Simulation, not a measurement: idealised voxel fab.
process module | voxel gate over fins
cross-section cut | 225 nm wide | cells 5 nm
A cross-section is a grid of square cells, given in bands from the top down. A band is one or more rows of cells.
Each band's line starts with the height of the band's top and of its bottom, in nm. Then come its materials from left to right, each with its width in nm. One material with "throughout" fills the band from edge to edge. "air" is empty space.
Height 0 is the level under which the wafer as received is all one material. The lowest band goes on downwards, as in "0 down".
A width such as "30 to 40" changes by the same amount from each row of cells to the next, from the band's top row to its bottom row.
"no change" after a step means that no cell of the cross-section changed.
closed voids: empty space of 8 cells or more with no open way to the top, each as width x height at its distance from the left edge, in nm
after a step's settings: what the simulator itself notes on the step
overlay nm, on a step with a mask: how far to the right of its planned place the mask lay; to the left if negative
plan
1 op RECEIVE | material Si
2 op CONFORMAL_DEP | material SiN | thk nm 5
3 op DIRECTIONAL_DEP | material aC | thk nm 15
4 op PATTERN | tone cover | mask id FINS | material resist | width nm 15 | pitch nm 40 | thk nm 35 | overlay nm 0
5 op DIRECTIONAL_ETCH | etch materials aC | depth nm 15
6 op STRIP | etch materials resist
7 op DIRECTIONAL_ETCH | etch materials SiN | depth nm 5
8 op DIRECTIONAL_ETCH | etch materials Si | depth nm 35
9 op STRIP | etch materials aC
10 op OXIDIZE | depth nm 5
11 op FILL_DEP | material SiO2 | thk nm 15
12 op CMP | height nm 5
13 op SELECTIVE_ETCH | etch materials SiO2 | depth nm 15
14 op STRIP | etch materials SiN
15 op CONFORMAL_DEP | material HfO2 | thk nm 5
16 op CONFORMAL_DEP | material TiN | thk nm 5
17 op CONFORMAL_DEP | material TiAl | thk nm 5
18 op CONFORMAL_DEP | material TiN | thk nm 5
19 op FILL_DEP | material W | thk nm 10
20 op CMP | height nm 25
21 op CONFORMAL_DEP | material SiCN | thk nm 5
as received, after step 1
  0 down: Si throughout
  closed voids: none
first wafer at the end, as planned
  30 to 25: SiCN throughout
  25 to 20: W throughout
  20 to 15: W 30 | TiN 165 | W 30
  15 to 10: W 30 | TiN 5 | TiAl 35 | TiN 5 | TiAl 35 | TiN 5 | TiAl 35 | TiN 5 | TiAl 35 | TiN 5 | W 30
  10 to 5: TiN 35 | TiAl 5 | TiN 25 | TiAl 5 | TiN 5 | TiAl 5 | TiN 25 | TiAl 5 | TiN 5 | TiAl 5 | TiN 25 | TiAl 5 | TiN 5 | TiAl 5 | TiN 25 | TiAl 5 | TiN 35
  5 to 0: TiAl 40 | TiN 5 | HfO2 15 | TiN 5 | TiAl 15 | TiN 5 | HfO2 15 | TiN 5 | TiAl 15 | TiN 5 | HfO2 15 | TiN 5 | TiAl 15 | TiN 5 | HfO2 15 | TiN 5 | TiAl 40
  0 to -5: TiN 45 | HfO2 5 | Si 5 | HfO2 5 | TiN 25 | HfO2 5 | Si 5 | HfO2 5 | TiN 25 | HfO2 5 | Si 5 | HfO2 5 | TiN 25 | HfO2 5 | Si 5 | HfO2 5 | TiN 45
  -5 to -10: HfO2 50 | Si 5 | HfO2 35 | Si 5 | HfO2 35 | Si 5 | HfO2 35 | Si 5 | HfO2 50
  -10 to -40: SiO2 50 | Si 5 | SiO2 35 | Si 5 | SiO2 35 | Si 5 | SiO2 35 | Si 5 | SiO2 50
  -40 down: Si throughout
  closed voids: none
second wafer at the end: like start, like plan, one mistake
  30 to 25: SiCN throughout
  25 to 15: W throughout
  15 to 5: W 35 | TiN 35 | W 5 | TiN 35 | W 5 | TiN 35 | W 5 | TiN 35 | W 35
  5 to 0: TiN 45 | HfO2 15 | TiN 25 | HfO2 15 | TiN 25 | HfO2 15 | TiN 25 | HfO2 15 | TiN 45
  0 to -5: TiN 45 | HfO2 5 | Si 5 | HfO2 5 | TiN 25 | HfO2 5 | Si 5 | HfO2 5 | TiN 25 | HfO2 5 | Si 5 | HfO2 5 | TiN 25 | HfO2 5 | Si 5 | HfO2 5 | TiN 45
  -5 to -10: HfO2 50 | Si 5 | HfO2 35 | Si 5 | HfO2 35 | Si 5 | HfO2 35 | Si 5 | HfO2 50
  -10 to -40: SiO2 50 | Si 5 | SiO2 35 | Si 5 | SiO2 35 | Si 5 | SiO2 35 | Si 5 | SiO2 50
  -40 down: Si throughout
  closed voids: none
what went wrong: step 17 was left out
at the end the second wafer has, in cells: 61 fewer of TiAl | 6 more of TiN | 55 more of W
